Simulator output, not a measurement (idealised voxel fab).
Process module under the name voxel capacitor over wiring
FYI the section here is cut, 280 nm wide, cells are 5 nm squares.
Throughout this document, each cross-section is represented as a grid of square cells and is presented as a sequence of bands enumerated from the top downward, where a band comprises one or more rows of cells. A band entry consists of two parts. The first gives the height of the band's top and the height of its bottom, in nm. The rest lists the band's materials from left to right, each with its width in nm. A single material labelled with the word "all across" fills the band from edge to edge, and the word "air" marks empty space. We count height from 0. Below that, the starting wafer is all one material. The lowest band never ends at the bottom but goes on down; see "0 nm and below" for how that is written. Note: "30..40" means the width goes from the first number (top row of the band) to the second number (bottom row) in equal steps per row of cells. What does "stayed the same" mean for a step? It means no cell of the cross-section changed in that step. "Trapped cavities" - sealed voids, min. 8 cells, no opening to top; format: width x height at distance (distance from left edge; nm throughout). Text after the settings on a step's line: the simulator's own remark on that step. When a step includes a mask, the "overlay nm" setting on its line states how far to the right of its planned place that mask lay, and negative values state how far to the left.
# These are the steps we planned for the process
1: RECEIVE with material Si
2: CONFORMAL_DEP with material SiO2, thk nm 15
3: DIRECTIONAL_DEP with material TiN, thk nm 5
4: DIRECTIONAL_DEP with material W, thk nm 20
5: DIRECTIONAL_DEP with material aC, thk nm 10
6: PATTERN with tone cover, mask id METAL_1, material resist, width nm 30, pitch nm 100, thk nm 30, overlay nm 0
7: DIRECTIONAL_ETCH with etch materials aC, depth nm 10
8: STRIP with etch materials resist
9: DIRECTIONAL_ETCH with etch materials W, depth nm 20
10: DIRECTIONAL_ETCH with etch materials TiN, depth nm 5
11: STRIP with etch materials aC
12: FILL_DEP with material SiO2, thk nm 5
13: CMP with height nm 40
14: CONFORMAL_DEP with material SiCN, thk nm 5
15: DIRECTIONAL_DEP with material SiO2, thk nm 20
16: PATTERN with tone open, mask id PLUG_1, material resist, width nm 15, thk nm 15, overlay nm 0
17: DIRECTIONAL_ETCH with etch materials SiO2, depth nm 20
18: DIRECTIONAL_ETCH with etch materials SiCN, depth nm 5
19: STRIP with etch materials resist
20: CONFORMAL_DEP with material TiN, thk nm 5
21: FILL_DEP with material Cu, thk nm 5
22: CMP with height nm 65
23: DIRECTIONAL_DEP with material TiN, thk nm 10
24: DIRECTIONAL_DEP with material HfO2, thk nm 5
25: DIRECTIONAL_DEP with material TiN, thk nm 5
26: DIRECTIONAL_DEP with material aC, thk nm 15
27: PATTERN with tone cover, mask id UPPER_PLATE, material resist, width nm 75, thk nm 30, overlay nm 0
28: DIRECTIONAL_ETCH with etch materials aC, depth nm 15
29: STRIP with etch materials resist
30: DIRECTIONAL_ETCH with etch materials TiN, depth nm 5
31: DIRECTIONAL_ETCH with etch materials HfO2, depth nm 5
32: STRIP with etch materials aC
33: MASKED_ETCH with tone cover, mask id LOWER_PLATE, width nm 85, etch materials TiN, depth nm 10, overlay nm 0
34: FILL_DEP with material SiO2, thk nm 20
35: CMP with height nm 100
36: DIRECTIONAL_DEP with material aC, thk nm 15
37: PATTERN with tone open, mask id PLUG_2, material resist, width nm 15, thk nm 35, overlay nm 0
38: DIRECTIONAL_ETCH with etch materials aC, depth nm 15
39: STRIP with etch materials resist
40: DIRECTIONAL_ETCH with etch materials SiO2, depth nm 15
41: STRIP with etch materials aC
42: CONFORMAL_DEP with material TiN, thk nm 5
43: FILL_DEP with material Ru, thk nm 10
44: CMP with height nm 100
45: CONFORMAL_DEP with material SiCN, thk nm 5
# First of two wafers, with the run carried out as planned
# Incoming wafer, cross-sectional view, post step 1
- 0 nm and below: Si all across
- Trapped cavities: none
# State of the wafer after step 2, shown in cross-section
- 15 nm to 0 nm: SiO2 all across
- below 0: unchanged
# State of the wafer after step 3, shown in cross-section
- 20 nm to 15 nm: TiN all across
- below 15: unchanged
# State of the wafer after step 4, shown in cross-section
- 40 nm to 20 nm: W all across
- below 20: unchanged
# State of the wafer after step 5, shown in cross-section
- 50 nm to 40 nm: aC all across
- below 40: unchanged
# State of the wafer after step 6, shown in cross-section
- 80 nm to 50 nm: air=75  resist=30  air=70  resist=30  air=75
- below 50: unchanged
# State of the wafer after step 7, shown in cross-section
- 70 nm to 50 nm: air=75  resist=30  air=70  resist=30  air=75
- 50 nm to 40 nm: air=75  aC=30  air=70  aC=30  air=75
- below 40: unchanged
# State of the wafer after step 8, shown in cross-section
- 50 nm to 40 nm: air=75  aC=30  air=70  aC=30  air=75
- below 40: unchanged
# State of the wafer after step 9, shown in cross-section
- 50 nm to 40 nm: air=75  aC=30  air=70  aC=30  air=75
- 40 nm to 20 nm: air=75  W=30  air=70  W=30  air=75
- below 20: unchanged
# State of the wafer after step 10, shown in cross-section
- 50 nm to 40 nm: air=75  aC=30  air=70  aC=30  air=75
- 40 nm to 20 nm: air=75  W=30  air=70  W=30  air=75
- 20 nm to 15 nm: air=75  TiN=30  air=70  TiN=30  air=75
- below 15: unchanged
# State of the wafer after step 11, shown in cross-section
- 40 nm to 20 nm: air=75  W=30  air=70  W=30  air=75
- below 20: unchanged
# State of the wafer after step 12, shown in cross-section
- 45 nm to 40 nm: SiO2 all across
- 40 nm to 20 nm: SiO2=75  W=30  SiO2=70  W=30  SiO2=75
- 20 nm to 15 nm: SiO2=75  TiN=30  SiO2=70  TiN=30  SiO2=75
- below 15: unchanged
# State of the wafer after step 13, shown in cross-section
- 40 nm to 20 nm: SiO2=75  W=30  SiO2=70  W=30  SiO2=75
- below 20: unchanged
# State of the wafer after step 14, shown in cross-section
- 45 nm to 40 nm: SiCN all across
- below 40: unchanged
# State of the wafer after step 15, shown in cross-section
- 65 nm to 45 nm: SiO2 all across
- below 45: unchanged
# State of the wafer after step 16, shown in cross-section
- 80 nm to 65 nm: resist=90  air=15  resist=175
- below 65: unchanged
# State of the wafer after step 17, shown in cross-section
- 80 nm to 65 nm: resist=90  air=15  resist=175
- 65 nm to 45 nm: SiO2=90  air=15  SiO2=175
- below 45: unchanged
# State of the wafer after step 18, shown in cross-section
- 80 nm to 65 nm: resist=90  air=15  resist=175
- 65 nm to 45 nm: SiO2=90  air=15  SiO2=175
- 45 nm to 40 nm: SiCN=90  air=15  SiCN=175
- below 40: unchanged
# State of the wafer after step 19, shown in cross-section
- 65 nm to 45 nm: SiO2=90  air=15  SiO2=175
- below 45: unchanged
# State of the wafer after step 20, shown in cross-section
- 70 nm to 65 nm: TiN=95  air=5  TiN=180
- 65 nm to 45 nm: SiO2=90  TiN=5  air=5  TiN=5  SiO2=175
- 45 nm to 40 nm: SiCN=90  TiN=15  SiCN=175
- below 40: unchanged
# State of the wafer after step 21, shown in cross-section
- 75 nm to 70 nm: Cu all across
- 70 nm to 65 nm: TiN=95  Cu=5  TiN=180
- 65 nm to 45 nm: SiO2=90  TiN=5  Cu=5  TiN=5  SiO2=175
- below 45: unchanged
# State of the wafer after step 22, shown in cross-section
- 65 nm to 45 nm: SiO2=90  TiN=5  Cu=5  TiN=5  SiO2=175
- below 45: unchanged
# State of the wafer after step 23, shown in cross-section
- 75 nm to 65 nm: TiN all across
- below 65: unchanged
# State of the wafer after step 24, shown in cross-section
- 80 nm to 75 nm: HfO2 all across
- below 75: unchanged
# State of the wafer after step 25, shown in cross-section
- 85 nm to 80 nm: TiN all across
- below 80: unchanged
# State of the wafer after step 26, shown in cross-section
- 100 nm to 85 nm: aC all across
- below 85: unchanged
# State of the wafer after step 27, shown in cross-section
- 130 nm to 100 nm: air=90  resist=75  air=115
- below 100: unchanged
# State of the wafer after step 28, shown in cross-section
- 115 nm to 100 nm: air=90  resist=75  air=115
- 100 nm to 85 nm: air=90  aC=75  air=115
- below 85: unchanged
# State of the wafer after step 29, shown in cross-section
- 100 nm to 85 nm: air=90  aC=75  air=115
- below 85: unchanged
# State of the wafer after step 30, shown in cross-section
- 100 nm to 85 nm: air=90  aC=75  air=115
- 85 nm to 80 nm: air=90  TiN=75  air=115
- below 80: unchanged
# State of the wafer after step 31, shown in cross-section
- 100 nm to 85 nm: air=90  aC=75  air=115
- 85 nm to 80 nm: air=90  TiN=75  air=115
- 80 nm to 75 nm: air=90  HfO2=75  air=115
- below 75: unchanged
# State of the wafer after step 32, shown in cross-section
- 85 nm to 80 nm: air=90  TiN=75  air=115
- below 80: unchanged
# State of the wafer after step 33, shown in cross-section
- 85 nm to 80 nm: air=90  TiN=75  air=115
- 80 nm to 75 nm: air=90  HfO2=75  air=115
- 75 nm to 65 nm: air=85  TiN=85  air=110
- below 65: unchanged
# State of the wafer after step 34, shown in cross-section
- 105 nm to 85 nm: SiO2 all across
- 85 nm to 80 nm: SiO2=90  TiN=75  SiO2=115
- 80 nm to 75 nm: SiO2=90  HfO2=75  SiO2=115
- 75 nm to 65 nm: SiO2=85  TiN=85  SiO2=110
- below 65: unchanged
# State of the wafer after step 35, shown in cross-section
- 100 nm to 85 nm: SiO2 all across
- below 85: unchanged
# State of the wafer after step 36, shown in cross-section
- 115 nm to 100 nm: aC all across
- below 100: unchanged
# State of the wafer after step 37, shown in cross-section
- 150 nm to 115 nm: resist=100  air=15  resist=165
- below 115: unchanged
# State of the wafer after step 38, shown in cross-section
- 135 nm to 115 nm: resist=100  air=15  resist=165
- 115 nm to 100 nm: aC=100  air=15  aC=165
- below 100: unchanged
# State of the wafer after step 39, shown in cross-section
- 115 nm to 100 nm: aC=100  air=15  aC=165
- below 100: unchanged
# State of the wafer after step 40, shown in cross-section
- 115 nm to 100 nm: aC=100  air=15  aC=165
- 100 nm to 85 nm: SiO2=100  air=15  SiO2=165
- below 85: unchanged
# State of the wafer after step 41, shown in cross-section
- 100 nm to 85 nm: SiO2=100  air=15  SiO2=165
- below 85: unchanged
# State of the wafer after step 42, shown in cross-section
- 105 nm to 100 nm: TiN=105  air=5  TiN=170
- 100 nm to 90 nm: SiO2=100  TiN=5  air=5  TiN=5  SiO2=165
- 90 nm to 80 nm: SiO2=100..90  TiN=15..75  SiO2=165..115
- below 80: unchanged
# State of the wafer after step 43, shown in cross-section
- 115 nm to 105 nm: Ru all across
- 105 nm to 100 nm: TiN=105  Ru=5  TiN=170
- 100 nm to 90 nm: SiO2=100  TiN=5  Ru=5  TiN=5  SiO2=165
- below 90: unchanged
# State of the wafer after step 44, shown in cross-section
- 100 nm to 90 nm: SiO2=100  TiN=5  Ru=5  TiN=5  SiO2=165
- below 90: unchanged
# State of the wafer after step 45, shown in cross-section
- 105 nm to 100 nm: SiCN all across
- below 100: unchanged
# The Second Wafer: Common Origin and Plan, One Mistake in Execution, Identical to the First Through Step 26
# Second wafer, cross-section, planned end of step 27
- 130 nm to 100 nm: resist=90  air=75  resist=115
- below 100: unchanged
# Second wafer, cross-section, planned end of step 28
- 115 nm to 100 nm: resist=90  air=75  resist=115
- 100 nm to 85 nm: aC=90  air=75  aC=115
- below 85: unchanged
# Second wafer, cross-section, planned end of step 29
- 100 nm to 85 nm: aC=90  air=75  aC=115
- below 85: unchanged
# Second wafer, cross-section, planned end of step 30
- 100 nm to 85 nm: aC=90  air=75  aC=115
- 85 nm to 80 nm: TiN=90  air=75  TiN=115
- below 80: unchanged
# Second wafer, cross-section, planned end of step 31
- 100 nm to 85 nm: aC=90  air=75  aC=115
- 85 nm to 80 nm: TiN=90  air=75  TiN=115
- 80 nm to 75 nm: HfO2=90  air=75  HfO2=115
- below 75: unchanged
# Second wafer, cross-section, planned end of step 32
- 85 nm to 80 nm: TiN=90  air=75  TiN=115
- below 80: unchanged
# Second wafer, cross-section, planned end of step 33
- 85 nm to 80 nm: air=85  TiN=5  air=75  TiN=5  air=110
- below 80: unchanged
# Second wafer, cross-section, planned end of step 34
- 105 nm to 85 nm: SiO2 all across
- 85 nm to 80 nm: SiO2=85  TiN=5  SiO2=75  TiN=5  SiO2=110
- 80 nm to 75 nm: HfO2=90  SiO2=75  HfO2=115
- below 75: unchanged
# Second wafer, cross-section, planned end of step 35
- 100 nm to 85 nm: SiO2 all across
- below 85: unchanged
# Second wafer, cross-section, planned end of step 36
- 115 nm to 100 nm: aC all across
- below 100: unchanged
# Second wafer, cross-section, planned end of step 37
- 150 nm to 115 nm: resist=100  air=15  resist=165
- below 115: unchanged
# Second wafer, cross-section, planned end of step 38
- 135 nm to 115 nm: resist=100  air=15  resist=165
- 115 nm to 100 nm: aC=100  air=15  aC=165
- below 100: unchanged
# Second wafer, cross-section, planned end of step 39
- 115 nm to 100 nm: aC=100  air=15  aC=165
- below 100: unchanged
# Second wafer, cross-section, planned end of step 40
- 115 nm to 100 nm: aC=100  air=15  aC=165
- 100 nm to 85 nm: SiO2=100  air=15  SiO2=165
- below 85: unchanged
# Second wafer, cross-section, planned end of step 41
- 100 nm to 85 nm: SiO2=100  air=15  SiO2=165
- below 85: unchanged
# Second wafer, cross-section, planned end of step 42
- 105 nm to 100 nm: TiN=105  air=5  TiN=170
- 100 nm to 90 nm: SiO2=100  TiN=5  air=5  TiN=5  SiO2=165
- 90 nm to 85 nm: SiO2=100  TiN=15  SiO2=165
- below 85: unchanged
# Second wafer, cross-section, planned end of step 43
- 115 nm to 105 nm: Ru all across
- 105 nm to 100 nm: TiN=105  Ru=5  TiN=170
- 100 nm to 90 nm: SiO2=100  TiN=5  Ru=5  TiN=5  SiO2=165
- below 90: unchanged
# Second wafer, cross-section, planned end of step 44
- 100 nm to 90 nm: SiO2=100  TiN=5  Ru=5  TiN=5  SiO2=165
- below 90: unchanged
# Second wafer, cross-section, planned end of step 45
- 105 nm to 100 nm: SiCN all across
- below 100: unchanged
Here's what went sideways: the process deviated at step 27: the operation and settings actually run there were PATTERN with tone open, mask id UPPER_PLATE, material resist, width nm 75, thk nm 30, overlay nm 0
The final cell counts differ between the wafers, with the second having more or fewer of some materials than the first: HfO2 +26 | SiO2 -91 | TiN +65
